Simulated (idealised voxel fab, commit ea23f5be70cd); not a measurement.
Proc. module: voxel capacitor over wiring
Shown is cross-section cut, with a width of 145 nm and square cells of size 5 nm.
Each cross-section below is a grid of square cells, stated as bands in top-down order, with one or more rows of cells making up each band.
Band: top and bottom heights (nm) first, top before bottom; then materials from left to right, widths in nm. "full width" marks a sole material filling the band edge to edge. "empty" denotes empty space.
It should be noted that heights are counted from 0, beneath which the wafer as supplied is of one material throughout, and that the lowest band possesses no lower boundary but continues downward, as written in "0..down".
When a width is written as two numbers, as in "30..40", the first number is the width in the top row of cells of the band and the second is the width in its bottom row, and the width changes by the same amount from each row to the next.
Reading "same as before" for a step: not a cell of the cross-section changed in it.
You'll see "Closed void catalog" listing empty spaces that have no way open to the top, as long as they're 8 cells or more; the notation is width x height at distance, where the distance is from the left edge, and all of it is in nm.
Step line, after settings: the simulator's comment on this step.
On any step carrying a mask, the "overlay nm" setting, if present on the step's line, tells how far right of its planned place the mask lay; negative values point to the left.
So the way this works: pairs, before and after one process step. The after picture only goes down to the lowest band that actually changed, nothing below. Step and its settings are under each pair. And watch out, pairs might come from different runs of this module, same starting wafer though, so a pair only follows on from the one above if its "Prior to processing" entry tells you so.

## Prior to processing
  70..55  30 resist / 15 empty / 100 resist
  55..40  lowk full width
  40..35  SiCN full width
  35..20  20 SiO2 / 5 TiN / 15 Ru / 5 TiN / 50 SiO2 / 5 TiN / 15 Ru / 5 TiN / 25 SiO2
  20..15  20 SiN / 25 TiN / 50 SiN / 25 TiN / 25 SiN
  15..0  SiO2 full width
  0..down  Si full width
  Closed void catalog: none

## Post-Step Section View
  70..55  30 resist / 15 empty / 100 resist
  55..45  30 lowk / 15 empty / 100 lowk
  Everything under 45 stays put, no change at all.
  Closed void catalog: none
Between before and after, shown above: DIRECTIONAL_ETCH | etch materials lowk | depth nm 10

Prior to processing: The structure entering this step is exactly what the pair just above shows after its step.

## Post-Step Section View
  55..45  30 lowk / 15 empty / 100 lowk
  Everything under 45 stays put, no change at all.
  Closed void catalog: none
Between before and after, shown above: STRIP | etch materials resist

Prior to processing: The structure entering this step is exactly what the pair just above shows after its step.

## Post-Step Section View
  60..55  30 TiN / 15 empty / 100 TiN
  55..50  30 lowk / 15 empty / 100 lowk
  50..45  30 lowk / 15 TiN / 100 lowk
  Everything under 45 stays put, no change at all.
  Closed void catalog: none
Between before and after, shown above: DIRECTIONAL_DEP | material TiN | thk nm 5

Prior to processing: The structure entering this step is exactly what the pair just above shows after its step.

## Post-Step Section View
  65..60  30 HfO2 / 15 empty / 100 HfO2
  60..55  30 TiN / 15 empty / 100 TiN
  55..50  30 lowk / 15 HfO2 / 100 lowk
  Everything under 50 stays put, no change at all.
  Closed void catalog: none
Between before and after, shown above: DIRECTIONAL_DEP | material HfO2 | thk nm 5

Prior to processing: The structure entering this step is exactly what the pair just above shows after its step.

## Post-Step Section View
  75..65  30 TiN / 15 empty / 100 TiN
  65..60  30 HfO2 / 15 TiN / 100 HfO2
  60..55  TiN full width
  Everything under 55 stays put, no change at all.
  Closed void catalog: none
Between before and after, shown above: DIRECTIONAL_DEP | material TiN | thk nm 10

Prior to processing: The structure entering this step is exactly what the pair just above shows after its step.

## Post-Step Section View
  90..80  30 aC / 15 empty / 100 aC
  80..75  aC full width
  75..65  30 TiN / 15 aC / 100 TiN
  Everything under 65 stays put, no change at all.
  Closed void catalog: none
Between before and after, shown above: DIRECTIONAL_DEP | material aC | thk nm 15

Prior to processing: The structure entering this step is exactly what the pair just above shows after its step.

## Post-Step Section View
  120..90  30 empty / 55 resist / 60 empty
  90..80  30 aC / 15 resist / 100 aC
  Everything under 80 stays put, no change at all.
  Closed void catalog: none
Between before and after, shown above: PATTERN | tone cover | mask id UPPER_PLATE | material resist | width nm 55 | thk nm 30 | overlay nm 0

Prior to processing: The structure entering this step is exactly what the pair just above shows after its step.

## Post-Step Section View
  105..90  30 empty / 55 resist / 60 empty
  90..80  30 empty / 15 resist / 40 aC / 60 empty
  80..75  30 empty / 55 aC / 60 empty
  Everything under 75 stays put, no change at all.
  Closed void catalog: none
Between before and after, shown above: DIRECTIONAL_ETCH | etch materials aC | depth nm 15

Prior to processing: The structure entering this step is exactly what the pair just above shows after its step.

## Post-Step Section View
  90..80  45 empty / 40 aC / 60 empty
  Everything under 80 stays put, no change at all.
  Closed void catalog: none
Between before and after, shown above: STRIP | etch materials resist

Prior to processing: The structure entering this step is exactly what the pair just above shows after its step.

## Post-Step Section View
  90..80  45 empty / 40 aC / 60 empty
  80..75  30 empty / 55 aC / 60 empty
  75..65  30 empty / 15 aC / 40 TiN / 60 empty
  Everything under 65 stays put, no change at all.
  Closed void catalog: none
Between before and after, shown above: DIRECTIONAL_ETCH | etch materials TiN | depth nm 10

Prior to processing: The structure entering this step is exactly what the pair just above shows after its step.

## Post-Step Section View
  90..80  45 empty / 40 aC / 60 empty
  80..75  30 empty / 55 aC / 60 empty
  75..65  30 empty / 15 aC / 40 TiN / 60 empty
  65..60  30 empty / 15 TiN / 40 HfO2 / 60 empty
  Everything under 60 stays put, no change at all.
  Closed void catalog: none
Between before and after, shown above: DIRECTIONAL_ETCH | etch materials HfO2 | depth nm 5

Prior to processing: The structure entering this step is exactly what the pair just above shows after its step.

## Post-Step Section View
  75..65  45 empty / 40 TiN / 60 empty
  Everything under 65 stays put, no change at all.
  Closed void catalog: none
Between before and after, shown above: STRIP | etch materials aC

Prior to processing: The structure entering this step is exactly what the pair just above shows after its step.

## Post-Step Section View
  75..65  45 empty / 40 TiN / 60 empty
  65..60  30 empty / 15 TiN / 40 HfO2 / 60 empty
  60..55  25 empty / 65 TiN / 55 empty
  Everything under 55 stays put, no change at all.
  Closed void catalog: none
Between before and after, shown above: MASKED_ETCH | tone cover | mask id LOWER_PLATE | width nm 65 | etch materials TiN | depth nm 5 | overlay nm 0

Prior to processing: The structure entering this step is exactly what the pair just above shows after its step.

## Post-Step Section View
  90..75  SiO2 full width
  75..65  45 SiO2 / 40 TiN / 60 SiO2
  65..60  30 SiO2 / 15 TiN / 40 HfO2 / 60 SiO2
  60..55  25 SiO2 / 65 TiN / 55 SiO2
  Everything under 55 stays put, no change at all.
  Closed void catalog: none
Between before and after, shown above: FILL_DEP | material SiO2 | thk nm 15

Prior to processing: The structure entering this step is exactly what the pair just above shows after its step.

## Post-Step Section View
  85..75  SiO2 full width
  Everything under 75 stays put, no change at all.
  Closed void catalog: none
Between before and after, shown above: CMP | height nm 85

Prior to processing: The structure entering this step is exactly what the pair just above shows after its step.

## Post-Step Section View
  85..75  40 SiO2 / 15 empty / 90 SiO2
  Everything under 75 stays put, no change at all.
  Closed void catalog: none
Between before and after, shown above: MASKED_ETCH | tone open | mask id PLUG_2 | width nm 15 | etch materials SiO2 | depth nm 10 | overlay nm 0

Prior to processing: The structure entering this step is exactly what the pair just above shows after its step.

## Post-Step Section View
  90..85  45 TiN / 5 empty / 95 TiN
  85..80  40 SiO2 / 5 TiN / 5 empty / 5 TiN / 90 SiO2
  80..75  40 SiO2 / 15 TiN / 90 SiO2
  Everything under 75 stays put, no change at all.
  Closed void catalog: none
Between before and after, shown above: CONFORMAL_DEP | material TiN | thk nm 5

Prior to processing: The structure entering this step is exactly what the pair just above shows after its step.

## Post-Step Section View
  95..90  W full width
  90..85  45 TiN / 5 W / 95 TiN
  85..80  40 SiO2 / 5 TiN / 5 W / 5 TiN / 90 SiO2
  Everything under 80 stays put, no change at all.
  Closed void catalog: none
Between before and after, shown above: FILL_DEP | material W | thk nm 5

Prior to processing: The structure entering this step is exactly what the pair just above shows after its step.

## Post-Step Section View
  85..80  40 SiO2 / 5 TiN / 5 W / 5 TiN / 90 SiO2
  Everything under 80 stays put, no change at all.
  Closed void catalog: none
Between before and after, shown above: CMP | height nm 85

Prior to processing: The structure entering this step is exactly what the pair just above shows after its step.

## Post-Step Section View
  90..85  SiN full width
  Everything under 85 stays put, no change at all.
  Closed void catalog: none
Between before and after, shown above: CONFORMAL_DEP | material SiN | thk nm 5

## Prior to processing
  85..75  SiO2 full width
  75..65  30 SiO2 / 55 TiN / 60 SiO2
  65..60  30 SiO2 / 55 HfO2 / 60 SiO2
  60..55  25 SiO2 / 65 TiN / 55 SiO2
  55..40  30 lowk / 15 Ru / 100 lowk
  40..35  30 SiCN / 15 Ru / 100 SiCN
  35..20  20 SiO2 / 5 TiN / 15 Ru / 5 TiN / 50 SiO2 / 5 TiN / 15 Ru / 5 TiN / 25 SiO2
  20..15  20 SiN / 25 TiN / 50 SiN / 25 TiN / 25 SiN
  15..0  SiO2 full width
  0..down  Si full width
  Closed void catalog: none

## Post-Step Section View
  85..75  35 SiO2 / 25 empty / 85 SiO2
  Everything under 75 stays put, no change at all.
  Closed void catalog: none
Between before and after, shown above: MASKED_ETCH | tone open | mask id PLUG_2 | width nm 25 | etch materials SiO2 | depth nm 10 | overlay nm 0

Prior to processing: The structure entering this step is exactly what the pair just above shows after its step.

## Post-Step Section View
  90..85  40 TiN / 15 empty / 90 TiN
  85..80  35 SiO2 / 5 TiN / 15 empty / 5 TiN / 85 SiO2
  80..75  35 SiO2 / 25 TiN / 85 SiO2
  Everything under 75 stays put, no change at all.
  Closed void catalog: none
Between before and after, shown above: CONFORMAL_DEP | material TiN | thk nm 5

Prior to processing: The structure entering this step is exactly what the pair just above shows after its step.

## Post-Step Section View
  95..90  W full width
  90..85  40 TiN / 15 W / 90 TiN
  85..80  35 SiO2 / 5 TiN / 15 W / 5 TiN / 85 SiO2
  Everything under 80 stays put, no change at all.
  Closed void catalog: none
Between before and after, shown above: FILL_DEP | material W | thk nm 5

Prior to processing: The structure entering this step is exactly what the pair just above shows after its step.

## Post-Step Section View
  85..80  35 SiO2 / 5 TiN / 15 W / 5 TiN / 85 SiO2
  Everything under 80 stays put, no change at all.
  Closed void catalog: none
Between before and after, shown above: CMP | height nm 85

Prior to processing: The structure entering this step is exactly what the pair just above shows after its step.

## Post-Step Section View
  90..85  SiN full width
  Everything under 85 stays put, no change at all.
  Closed void catalog: none
Between before and after, shown above: CONFORMAL_DEP | material SiN | thk nm 5

## Prior to processing
  35..20  20 SiO2 / 25 empty / 50 SiO2 / 25 empty / 25 SiO2
  20..15  SiN full width
  15..0  SiO2 full width
  0..down  Si full width
  Closed void catalog: none

## Post-Step Section View
  35..20  20 SiO2 / 25 empty / 50 SiO2 / 25 empty / 25 SiO2
  20..15  20 SiN / 20 empty / 55 SiN / 20 empty / 30 SiN
  Everything under 15 stays put, no change at all.
  Closed void catalog: none
Between before and after, shown above: MASKED_ETCH | tone open | mask id METAL_1 | width nm 25 | pitch nm 75 | etch materials SiN | depth nm 5 | overlay nm -5

Prior to processing: The structure entering this step is exactly what the pair just above shows after its step.

## Post-Step Section View
  40..35  25 TiN / 15 empty / 60 TiN / 15 empty / 30 TiN
  35..25  20 SiO2 / 5 TiN / 15 empty / 5 TiN / 50 SiO2 / 5 TiN / 15 empty / 5 TiN / 25 SiO2
  25..20  20 SiO2 / 5 TiN / 10 empty / 10 TiN / 50 SiO2 / 5 TiN / 10 empty / 10 TiN / 25 SiO2
  20..15  20 SiN / 20 TiN / 55 SiN / 20 TiN / 30 SiN
  Everything under 15 stays put, no change at all.
  Closed void catalog: none
Between before and after, shown above: CONFORMAL_DEP | material TiN | thk nm 5

Prior to processing: The structure entering this step is exactly what the pair just above shows after its step.

## Post-Step Section View
  50..40  Ru full width
  40..35  25 TiN / 15 Ru / 60 TiN / 15 Ru / 30 TiN
  35..25  20 SiO2 / 5 TiN / 15 Ru / 5 TiN / 50 SiO2 / 5 TiN / 15 Ru / 5 TiN / 25 SiO2
  25..20  20 SiO2 / 5 TiN / 10 Ru / 10 TiN / 50 SiO2 / 5 TiN / 10 Ru / 10 TiN / 25 SiO2
  Everything under 20 stays put, no change at all.
  Closed void catalog: none
Between before and after, shown above: FILL_DEP | material Ru | thk nm 10

Prior to processing: The structure entering this step is exactly what the pair just above shows after its step.

## Post-Step Section View
  35..25  20 SiO2 / 5 TiN / 15 Ru / 5 TiN / 50 SiO2 / 5 TiN / 15 Ru / 5 TiN / 25 SiO2
  Everything under 25 stays put, no change at all.
  Closed void catalog: none
Between before and after, shown above: CMP | height nm 35

Prior to processing: The structure entering this step is exactly what the pair just above shows after its step.

## Post-Step Section View
  40..35  SiCN full width
  Everything under 35 stays put, no change at all.
  Closed void catalog: none
Between before and after, shown above: CONFORMAL_DEP | material SiCN | thk nm 5

Prior to processing: The structure entering this step is exactly what the pair just above shows after its step.

## Post-Step Section View
  55..40  lowk full width
  Everything under 40 stays put, no change at all.
  Closed void catalog: none
Between before and after, shown above: DIRECTIONAL_DEP | material lowk | thk nm 15

Prior to processing: The structure entering this step is exactly what the pair just above shows after its step.

## Post-Step Section View
  70..55  30 resist / 15 empty / 100 resist
  Everything under 55 stays put, no change at all.
  Closed void catalog: none
Between before and after, shown above: PATTERN | tone open | mask id PLUG_1 | material resist | width nm 15 | thk nm 15 | overlay nm 0

Prior to processing: The structure entering this step is exactly what the pair just above shows after its step.

## Post-Step Section View
  70..55  30 resist / 15 empty / 100 resist
  55..40  30 lowk / 15 empty / 100 lowk
  Everything under 40 stays put, no change at all.
  Closed void catalog: none
Between before and after, shown above: DIRECTIONAL_ETCH | etch materials lowk | depth nm 15

Prior to processing: The structure entering this step is exactly what the pair just above shows after its step.

## Post-Step Section View
  70..55  30 resist / 15 empty / 100 resist
  55..40  30 lowk / 15 empty / 100 lowk
  40..35  30 SiCN / 15 empty / 100 SiCN
  Everything under 35 stays put, no change at all.
  Closed void catalog: none
Between before and after, shown above: DIRECTIONAL_ETCH | etch materials SiCN | depth nm 5

Prior to processing: The structure entering this step is exactly what the pair just above shows after its step.

## Post-Step Section View
  55..40  30 lowk / 15 empty / 100 lowk
  Everything under 40 stays put, no change at all.
  Closed void catalog: none
Between before and after, shown above: STRIP | etch materials resist

Prior to processing: The structure entering this step is exactly what the pair just above shows after its step.

## Post-Step Section View
  55..45  30 lowk / 15 empty / 100 lowk
  45..40  30 lowk / 15 Ru / 100 lowk
  40..35  30 SiCN / 15 Ru / 100 SiCN
  Everything under 35 stays put, no change at all.
  Closed void catalog: none
Between before and after, shown above: EPI | material Ru | thk nm 10

Prior to processing: The structure entering this step is exactly what the pair just above shows after its step.

## Post-Step Section View
  55..40  30 lowk / 15 Ru / 100 lowk
  Everything under 40 stays put, no change at all.
  Closed void catalog: none
Between before and after, shown above: EPI | material Ru | thk nm 10

Prior to processing: The structure entering this step is exactly what the pair just above shows after its step.

## Post-Step Section View
  60..55  TiN full width
  Everything under 55 stays put, no change at all.
  Closed void catalog: none
Between before and after, shown above: DIRECTIONAL_DEP | material TiN | thk nm 5

Prior to processing: The structure entering this step is exactly what the pair just above shows after its step.

## Post-Step Section View
  65..60  HfO2 full width
  Everything under 60 stays put, no change at all.
  Closed void catalog: none
Between before and after, shown above: DIRECTIONAL_DEP | material HfO2 | thk nm 5

Prior to processing: The structure entering this step is exactly what the pair just above shows after its step.

## Post-Step Section View
  75..65  TiN full width
  Everything under 65 stays put, no change at all.
  Closed void catalog: none
Between before and after, shown above: DIRECTIONAL_DEP | material TiN | thk nm 10

Prior to processing: The structure entering this step is exactly what the pair just above shows after its step.

## Post-Step Section View
  90..75  aC full width
  Everything under 75 stays put, no change at all.
  Closed void catalog: none
Between before and after, shown above: DIRECTIONAL_DEP | material aC | thk nm 15

Prior to processing: The structure entering this step is exactly what the pair just above shows after its step.

## Post-Step Section View
  120..90  30 empty / 55 resist / 60 empty
  Everything under 90 stays put, no change at all.
  Closed void catalog: none
Between before and after, shown above: PATTERN | tone cover | mask id UPPER_PLATE | material resist | width nm 55 | thk nm 30 | overlay nm 0

Prior to processing: The structure entering this step is exactly what the pair just above shows after its step.

## Post-Step Section View
  105..90  30 empty / 55 resist / 60 empty
  90..75  30 empty / 55 aC / 60 empty
  Everything under 75 stays put, no change at all.
  Closed void catalog: none
Between before and after, shown above: DIRECTIONAL_ETCH | etch materials aC | depth nm 15

Prior to processing: The structure entering this step is exactly what the pair just above shows after its step.

## Post-Step Section View
  90..75  30 empty / 55 aC / 60 empty
  Everything under 75 stays put, no change at all.
  Closed void catalog: none
Between before and after, shown above: STRIP | etch materials resist

Prior to processing: The structure entering this step is exactly what the pair just above shows after its step.

## Post-Step Section View
  90..75  30 empty / 55 aC / 60 empty
  75..65  30 empty / 55 TiN / 60 empty
  Everything under 65 stays put, no change at all.
  Closed void catalog: none
Between before and after, shown above: DIRECTIONAL_ETCH | etch materials TiN | depth nm 10

Prior to processing: The structure entering this step is exactly what the pair just above shows after its step.

## Post-Step Section View
  90..75  30 empty / 55 aC / 60 empty
  75..65  30 empty / 55 TiN / 60 empty
  65..60  30 empty / 55 HfO2 / 60 empty
  Everything under 60 stays put, no change at all.
  Closed void catalog: none
Between before and after, shown above: DIRECTIONAL_ETCH | etch materials HfO2 | depth nm 5

Prior to processing: The structure entering this step is exactly what the pair just above shows after its step.

## Post-Step Section View
  75..65  30 empty / 55 TiN / 60 empty
  Everything under 65 stays put, no change at all.
  Closed void catalog: none
Between before and after, shown above: STRIP | etch materials aC

Prior to processing: The structure entering this step is exactly what the pair just above shows after its step.

## Post-Step Section View
  75..65  30 empty / 55 TiN / 60 empty
  65..60  30 empty / 55 HfO2 / 60 empty
  60..55  25 empty / 65 TiN / 55 empty
  Everything under 55 stays put, no change at all.
  Closed void catalog: none
Between before and after, shown above: MASKED_ETCH | tone cover | mask id LOWER_PLATE | width nm 65 | etch materials TiN | depth nm 5 | overlay nm 0

Prior to processing: The structure entering this step is exactly what the pair just above shows after its step.

## Post-Step Section View
  90..75  SiO2 full width
  75..65  30 SiO2 / 55 TiN / 60 SiO2
  65..60  30 SiO2 / 55 HfO2 / 60 SiO2
  60..55  25 SiO2 / 65 TiN / 55 SiO2
  Everything under 55 stays put, no change at all.
  Closed void catalog: none
Between before and after, shown above: FILL_DEP | material SiO2 | thk nm 15

Prior to processing: The structure entering this step is exactly what the pair just above shows after its step.

## Post-Step Section View
  85..75  SiO2 full width
  Everything under 75 stays put, no change at all.
  Closed void catalog: none
Between before and after, shown above: CMP | height nm 85

Prior to processing: The structure entering this step is exactly what the pair just above shows after its step.

## Post-Step Section View
  85..75  40 SiO2 / 15 empty / 90 SiO2
  Everything under 75 stays put, no change at all.
  Closed void catalog: none
Between before and after, shown above: MASKED_ETCH | tone open | mask id PLUG_2 | width nm 15 | etch materials SiO2 | depth nm 10 | overlay nm 0

Prior to processing: The structure entering this step is exactly what the pair just above shows after its step.

## Post-Step Section View
  90..85  45 TiN / 5 empty / 95 TiN
  85..80  40 SiO2 / 5 TiN / 5 empty / 5 TiN / 90 SiO2
  80..75  40 SiO2 / 15 TiN / 90 SiO2
  Everything under 75 stays put, no change at all.
  Closed void catalog: none
Between before and after, shown above: CONFORMAL_DEP | material TiN | thk nm 5

Prior to processing: The structure entering this step is exactly what the pair just above shows after its step.

## Post-Step Section View
  95..90  W full width
  90..85  45 TiN / 5 W / 95 TiN
  85..80  40 SiO2 / 5 TiN / 5 W / 5 TiN / 90 SiO2
  Everything under 80 stays put, no change at all.
  Closed void catalog: none
Between before and after, shown above: FILL_DEP | material W | thk nm 5

Prior to processing: The structure entering this step is exactly what the pair just above shows after its step.

## Post-Step Section View
  85..80  40 SiO2 / 5 TiN / 5 W / 5 TiN / 90 SiO2
  Everything under 80 stays put, no change at all.
  Closed void catalog: none
Between before and after, shown above: CMP | height nm 85

Prior to processing: The structure entering this step is exactly what the pair just above shows after its step.

## Post-Step Section View
  90..85  SiN full width
  Everything under 85 stays put, no change at all.
  Closed void catalog: none
Between before and after, shown above: CONFORMAL_DEP | material SiN | thk nm 5

## Prior to processing
  90..85  45 TiN / 5 empty / 95 TiN
  85..80  40 SiO2 / 5 TiN / 5 empty / 5 TiN / 90 SiO2
  80..75  40 SiO2 / 15 TiN / 90 SiO2
  75..65  30 SiO2 / 55 TiN / 60 SiO2
  65..60  30 SiO2 / 55 HfO2 / 60 SiO2
  60..55  25 SiO2 / 65 TiN / 55 SiO2
  55..40  30 lowk / 15 Ru / 100 lowk
  40..35  30 SiCN / 15 Ru / 100 SiCN
  35..20  20 SiO2 / 5 TiN / 15 Ru / 5 TiN / 50 SiO2 / 5 TiN / 15 Ru / 5 TiN / 25 SiO2
  20..15  20 SiN / 25 TiN / 50 SiN / 25 TiN / 25 SiN
  15..0  SiO2 full width
  0..down  Si full width
  Closed void catalog: none

## Post-Step Section View
  95..90  SiN full width
  90..85  45 TiN / 5 SiN / 95 TiN
  85..80  40 SiO2 / 5 TiN / 5 SiN / 5 TiN / 90 SiO2
  Everything under 80 stays put, no change at all.
  Closed void catalog: none
Between before and after, shown above: FILL_DEP | material SiN | thk nm 5

Prior to processing: The structure entering this step is exactly what the pair just above shows after its step.

## Post-Step Section View
  85..80  40 SiO2 / 5 TiN / 5 SiN / 5 TiN / 90 SiO2
  Everything under 80 stays put, no change at all.
  Closed void catalog: none
Between before and after, shown above: CMP | height nm 85

Prior to processing: The structure entering this step is exactly what the pair just above shows after its step.

## Post-Step Section View
  90..85  SiN full width
  Everything under 85 stays put, no change at all.
  Closed void catalog: none
Between before and after, shown above: CONFORMAL_DEP | material SiN | thk nm 5

## Prior to processing
  55..40  lowk full width
  40..35  SiCN full width
  35..20  20 SiO2 / 5 TiN / 15 Ru / 5 TiN / 50 SiO2 / 5 TiN / 15 Ru / 5 TiN / 25 SiO2
  20..15  20 SiN / 25 TiN / 50 SiN / 25 TiN / 25 SiN
  15..0  SiO2 full width
  0..down  Si full width
  Closed void catalog: none

## Post-Step Section View
  70..55  30 empty / 15 resist / 100 empty
  Everything under 55 stays put, no change at all.
  Closed void catalog: none
Between before and after, shown above: PATTERN | tone cover | mask id PLUG_1 | material resist | width nm 15 | thk nm 15 | overlay nm 0

Prior to processing: The structure entering this step is exactly what the pair just above shows after its step.

## Post-Step Section View
  70..55  30 empty / 15 resist / 100 empty
  55..40  30 empty / 15 lowk / 100 empty
  Everything under 40 stays put, no change at all.
  Closed void catalog: none
Between before and after, shown above: DIRECTIONAL_ETCH | etch materials lowk | depth nm 15

Prior to processing: The structure entering this step is exactly what the pair just above shows after its step.

## Post-Step Section View
  70..55  30 empty / 15 resist / 100 empty
  55..40  30 empty / 15 lowk / 100 empty
  40..35  30 empty / 15 SiCN / 100 empty
  Everything under 35 stays put, no change at all.
  Closed void catalog: none
Between before and after, shown above: DIRECTIONAL_ETCH | etch materials SiCN | depth nm 5

Prior to processing: The structure entering this step is exactly what the pair just above shows after its step.

## Post-Step Section View
  55..40  30 empty / 15 lowk / 100 empty
  Everything under 40 stays put, no change at all.
  Closed void catalog: none
Between before and after, shown above: STRIP | etch materials resist

Prior to processing: The structure entering this step is exactly what the pair just above shows after its step.

## Post-Step Section View
  55..45  30 empty / 15 lowk / 100 empty
  45..40  10 empty / 20 Ru / 15 lowk / 40 empty / 45 Ru / 15 empty
  40..35  10 empty / 20 Ru / 15 SiCN / 40 empty / 45 Ru / 15 empty
  Everything under 35 stays put, no change at all.
  Closed void catalog: none
Between before and after, shown above: EPI | material Ru | thk nm 10

Prior to processing: The structure entering this step is exactly what the pair just above shows after its step.

## Post-Step Section View
  55..40  30 Ru / 15 lowk / 30 empty / 65 Ru / 5 empty
  40..35  30 Ru / 15 SiCN / 30 empty / 65 Ru / 5 empty
  Everything under 35 stays put, no change at all.
  Closed void catalog: none
Between before and after, shown above: EPI | material Ru | thk nm 10

Prior to processing: The structure entering this step is exactly what the pair just above shows after its step.

## Post-Step Section View
  60..55  45 TiN / 30 empty / 65 TiN / 5 empty
  55..40  30 Ru / 15 lowk / 30 empty / 65 Ru / 5 empty
  40..35  30 Ru / 15 SiCN / 30 TiN / 65 Ru / 5 TiN
  Everything under 35 stays put, no change at all.
  Closed void catalog: none
Between before and after, shown above: DIRECTIONAL_DEP | material TiN | thk nm 5

Prior to processing: The structure entering this step is exactly what the pair just above shows after its step.

## Post-Step Section View
  65..60  45 HfO2 / 30 empty / 65 HfO2 / 5 empty
  60..55  45 TiN / 30 empty / 65 TiN / 5 empty
  55..45  30 Ru / 15 lowk / 30 empty / 65 Ru / 5 empty
  45..40  30 Ru / 15 lowk / 30 HfO2 / 65 Ru / 5 HfO2
  Everything under 40 stays put, no change at all.
  Closed void catalog: none
Between before and after, shown above: DIRECTIONAL_DEP | material HfO2 | thk nm 5

Prior to processing: The structure entering this step is exactly what the pair just above shows after its step.

## Post-Step Section View
  75..65  45 TiN / 30 empty / 65 TiN / 5 empty
  65..60  45 HfO2 / 30 empty / 65 HfO2 / 5 empty
  60..55  45 TiN / 30 empty / 65 TiN / 5 empty
  55..45  30 Ru / 15 lowk / 30 TiN / 65 Ru / 5 TiN
  Everything under 45 stays put, no change at all.
  Closed void catalog: none
Between before and after, shown above: DIRECTIONAL_DEP | material TiN | thk nm 10

Prior to processing: The structure entering this step is exactly what the pair just above shows after its step.

## Post-Step Section View
  90..75  45 aC / 30 empty / 65 aC / 5 empty
  75..70  45 TiN / 30 empty / 65 TiN / 5 empty
  70..65  45 TiN / 30 aC / 65 TiN / 5 aC
  65..60  45 HfO2 / 30 aC / 65 HfO2 / 5 aC
  60..55  45 TiN / 30 aC / 65 TiN / 5 aC
  Everything under 55 stays put, no change at all.
  Closed void catalog: none
Between before and after, shown above: DIRECTIONAL_DEP | material aC | thk nm 15

Prior to processing: The structure entering this step is exactly what the pair just above shows after its step.

## Post-Step Section View
  120..90  30 empty / 55 resist / 60 empty
  90..75  45 aC / 30 resist / 65 aC / 5 empty
  75..70  45 TiN / 30 resist / 65 TiN / 5 empty
  Everything under 70 stays put, no change at all.
  Closed void catalog: none
Between before and after, shown above: PATTERN | tone cover | mask id UPPER_PLATE | material resist | width nm 55 | thk nm 30 | overlay nm 0

Prior to processing: The structure entering this step is exactly what the pair just above shows after its step.

## Post-Step Section View
  105..90  30 empty / 55 resist / 60 empty
  90..75  30 empty / 15 aC / 30 resist / 10 aC / 60 empty
  75..70  45 TiN / 30 resist / 65 TiN / 5 empty
  70..65  45 TiN / 30 aC / 65 TiN / 5 empty
  65..60  45 HfO2 / 30 aC / 65 HfO2 / 5 empty
  60..55  45 TiN / 30 aC / 65 TiN / 5 empty
  Everything under 55 stays put, no change at all.
  Closed void catalog: none
Between before and after, shown above: DIRECTIONAL_ETCH | etch materials aC | depth nm 15

Prior to processing: The structure entering this step is exactly what the pair just above shows after its step.

## Post-Step Section View
  90..75  30 empty / 15 aC / 30 empty / 10 aC / 60 empty
  75..70  45 TiN / 30 empty / 65 TiN / 5 empty
  Everything under 70 stays put, no change at all.
  Closed void catalog: none
Between before and after, shown above: STRIP | etch materials resist

Prior to processing: The structure entering this step is exactly what the pair just above shows after its step.

## Post-Step Section View
  90..75  30 empty / 15 aC / 30 empty / 10 aC / 60 empty
  75..70  30 empty / 15 TiN / 30 empty / 10 TiN / 60 empty
  70..65  30 empty / 15 TiN / 30 aC / 10 TiN / 60 empty
  65..60  45 HfO2 / 30 aC / 65 HfO2 / 5 empty
  60..55  45 TiN / 30 aC / 65 TiN / 5 empty
  55..45  30 Ru / 15 lowk / 30 TiN / 65 Ru / 5 empty
  Everything under 45 stays put, no change at all.
  Closed void catalog: none
Between before and after, shown above: DIRECTIONAL_ETCH | etch materials TiN | depth nm 10

Prior to processing: The structure entering this step is exactly what the pair just above shows after its step.

## Post-Step Section View
  90..75  30 empty / 15 aC / 30 empty / 10 aC / 60 empty
  75..70  30 empty / 15 TiN / 30 empty / 10 TiN / 60 empty
  70..65  30 empty / 15 TiN / 30 aC / 10 TiN / 60 empty
  65..60  30 empty / 15 HfO2 / 30 aC / 10 HfO2 / 60 empty
  60..55  45 TiN / 30 aC / 65 TiN / 5 empty
  55..45  30 Ru / 15 lowk / 30 TiN / 65 Ru / 5 empty
  45..40  30 Ru / 15 lowk / 30 HfO2 / 65 Ru / 5 empty
  Everything under 40 stays put, no change at all.
  Closed void catalog: none
Between before and after, shown above: DIRECTIONAL_ETCH | etch materials HfO2 | depth nm 5

Prior to processing: The structure entering this step is exactly what the pair just above shows after its step.

## Post-Step Section View
  75..65  30 empty / 15 TiN / 30 empty / 10 TiN / 60 empty
  65..60  30 empty / 15 HfO2 / 30 empty / 10 HfO2 / 60 empty
  60..55  45 TiN / 30 empty / 65 TiN / 5 empty
  Everything under 55 stays put, no change at all.
  Closed void catalog: none
Between before and after, shown above: STRIP | etch materials aC

Prior to processing: The structure entering this step is exactly what the pair just above shows after its step.

## Post-Step Section View
  75..65  30 empty / 15 TiN / 30 empty / 10 TiN / 60 empty
  65..60  30 empty / 15 HfO2 / 30 empty / 10 HfO2 / 60 empty
  60..55  25 empty / 20 TiN / 30 empty / 15 TiN / 55 empty
  55..45  30 Ru / 15 lowk / 30 TiN / 65 Ru / 5 empty
  45..40  30 Ru / 15 lowk / 30 HfO2 / 65 Ru / 5 empty
  40..35  30 Ru / 15 SiCN / 30 TiN / 65 Ru / 5 empty
  Everything under 35 stays put, no change at all.
  Closed void catalog: none
Between before and after, shown above: MASKED_ETCH | tone cover | mask id LOWER_PLATE | width nm 65 | etch materials TiN | depth nm 5 | overlay nm 0

Prior to processing: The structure entering this step is exactly what the pair just above shows after its step.

## Post-Step Section View
  90..75  SiO2 full width
  75..65  30 SiO2 / 15 TiN / 30 SiO2 / 10 TiN / 60 SiO2
  65..60  30 SiO2 / 15 HfO2 / 30 SiO2 / 10 HfO2 / 60 SiO2
  60..55  25 SiO2 / 20 TiN / 30 SiO2 / 15 TiN / 55 SiO2
  55..45  30 Ru / 15 lowk / 30 TiN / 65 Ru / 5 SiO2
  45..40  30 Ru / 15 lowk / 30 HfO2 / 65 Ru / 5 SiO2
  40..35  30 Ru / 15 SiCN / 30 TiN / 65 Ru / 5 SiO2
  Everything under 35 stays put, no change at all.
  Closed void catalog: none
Between before and after, shown above: FILL_DEP | material SiO2 | thk nm 15

Prior to processing: The structure entering this step is exactly what the pair just above shows after its step.

## Post-Step Section View
  85..75  SiO2 full width
  Everything under 75 stays put, no change at all.
  Closed void catalog: none
Between before and after, shown above: CMP | height nm 85
